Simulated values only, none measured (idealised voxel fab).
Documented hereafter: the process module known as voxel transistor to metal.
Cross-sectional view cut (width: 210 nm; square cell size: 5 nm).
A cross-section is a grid of square cells, given in bands from the top down. A band is one or more rows of cells.
Look at the band entry: it leads with the top's height and the bottom's height in nm. Then it lists the materials left to right, with a width in nm for each. The word "edge to edge" on a single material says that material fills the band edge to edge. The word "blank" is empty space.
We count height from 0. Below that, the starting wafer is all one material. The lowest band never ends at the bottom but goes on down; see "0 down" for how that is written.
Width "30 to 40": first value at the band's top row of cells, second value at its bottom row, equal change from row to row.
Take "no alterations made" at face value: in the step it is given for, the cross-section changed in none of its cells.
Closed empty spaces (no open way to the top) of 8 cells or more are what "Cavities, closed" lists, each as width x height at distance from the left edge, nm for all three.
Step line, after settings: the simulator's comment on this step.
overlay nm: for a step with a mask, the amount by which the mask lay right of where it was planned; a negative amount means left of it.

## Listed below are the process steps as planned
step 1: RECEIVE, material Si
step 2: CONFORMAL_DEP, material SiO2, thk nm 5
step 3: CONFORMAL_DEP, material SiN, thk nm 15
step 4: MASKED_ETCH, tone cover, mask id ACTIVE, width nm 100, etch materials SiN, depth nm 15, overlay nm 0
step 5: MASKED_ETCH, tone cover, mask id ACTIVE, width nm 100, etch materials SiO2, depth nm 5, overlay nm 0
step 6: MASKED_ETCH, tone cover, mask id ACTIVE, width nm 100, etch materials Si, depth nm 25, overlay nm 0
step 7: OXIDIZE, depth nm 5
step 8: FILL_DEP, material SiO2, thk nm 10
step 9: CMP, height nm 20
step 10: SELECTIVE_ETCH, etch materials SiO2, depth nm 15
step 11: STRIP, etch materials SiN
step 12: SELECTIVE_ETCH, etch materials SiO2, depth nm 5
step 13: OXIDIZE, depth nm 5
step 14: DIRECTIONAL_DEP, material polySi, thk nm 30
step 15: DIRECTIONAL_DEP, material SiCN, thk nm 10
step 16: MASKED_ETCH, tone cover, mask id GATE, width nm 20, etch materials SiCN, depth nm 20, overlay nm 0
step 17: MASKED_ETCH, tone cover, mask id GATE, width nm 20, etch materials polySi, depth nm 40, overlay nm 0
step 18: CONFORMAL_DEP, material SiO2, thk nm 5
step 19: DIRECTIONAL_ETCH, etch materials SiO2, depth nm 5
step 20: CONFORMAL_DEP, material SiN, thk nm 5
step 21: DIRECTIONAL_ETCH, etch materials SiN, depth nm 5
step 22: DIRECTIONAL_ETCH, etch materials SiO2, depth nm 5
step 23: DIRECTIONAL_ETCH, etch materials Si, depth nm 15
step 24: EPI, material nSi, thk nm 20
step 25: FILL_DEP, material SiO2, thk nm 5
step 26: CMP, height nm 40
step 27: DIRECTIONAL_DEP, material SiO2, thk nm 10
step 28: DIRECTIONAL_DEP, material aC, thk nm 10
step 29: PATTERN, tone open, mask id CONTACT, material resist, width nm 15, pitch nm 75, thk nm 25, overlay nm 0
step 30: DIRECTIONAL_ETCH, etch materials aC, depth nm 10
step 31: STRIP, etch materials resist
step 32: DIRECTIONAL_ETCH, etch materials SiO2, depth nm 50
step 33: STRIP, etch materials aC
step 34: CONFORMAL_DEP, material TiN, thk nm 5
step 35: FILL_DEP, material Ru, thk nm 5
step 36: CMP, height nm 50
step 37: CONFORMAL_DEP, material SiCN, thk nm 5
step 38: DIRECTIONAL_DEP, material lowk, thk nm 20
step 39: MASKED_ETCH, tone open, mask id METAL_1, width nm 15, pitch nm 75, etch materials lowk, depth nm 20, overlay nm 0
step 40: MASKED_ETCH, tone open, mask id METAL_1, width nm 15, pitch nm 75, etch materials SiCN, depth nm 5, overlay nm 0
step 41: CONFORMAL_DEP, material TiN, thk nm 5
step 42: FILL_DEP, material Cu, thk nm 5
step 43: CMP, height nm 75
step 44: CONFORMAL_DEP, material SiCN, thk nm 5

## The cross-section here shows the wafer as received, i.e. in its state after step 1
0 down = Si edge to edge
Cavities, closed: none

## Wafer cross-section at end of module: start and plan as shown above, one execution error
80 to 75 = SiCN edge to edge
75 to 55 = lowk: 60, TiN: 5, Cu: 5, TiN: 5, lowk: 60, TiN: 5, Cu: 5, TiN: 5, lowk: 60
55 to 50 = SiCN: 60, TiN: 15, SiCN: 60, TiN: 15, SiCN: 60
50 to 45 = SiO2: 60, TiN: 5, Ru: 5, TiN: 5, SiO2: 60, TiN: 5, Ru: 5, TiN: 5, SiO2: 60
45 to 40 = SiO2: 60, TiN: 15, SiO2: 60, TiN: 15, SiO2: 60
40 to 30 = SiCN: 95, SiO2: 5, SiN: 10, SiO2: 5, SiCN: 95
30 to 0 = polySi edge to edge
0 to -5 = SiO2 edge to edge
-5 to -30 = SiO2: 60, Si: 90, SiO2: 60
-30 down = Si edge to edge
Cavities, closed: none
Short version of what went wrong: the process deviated at step 16: the operation and settings actually run there were MASKED_ETCH, tone open, mask id GATE, width nm 20, etch materials SiCN, depth nm 20, overlay nm 0
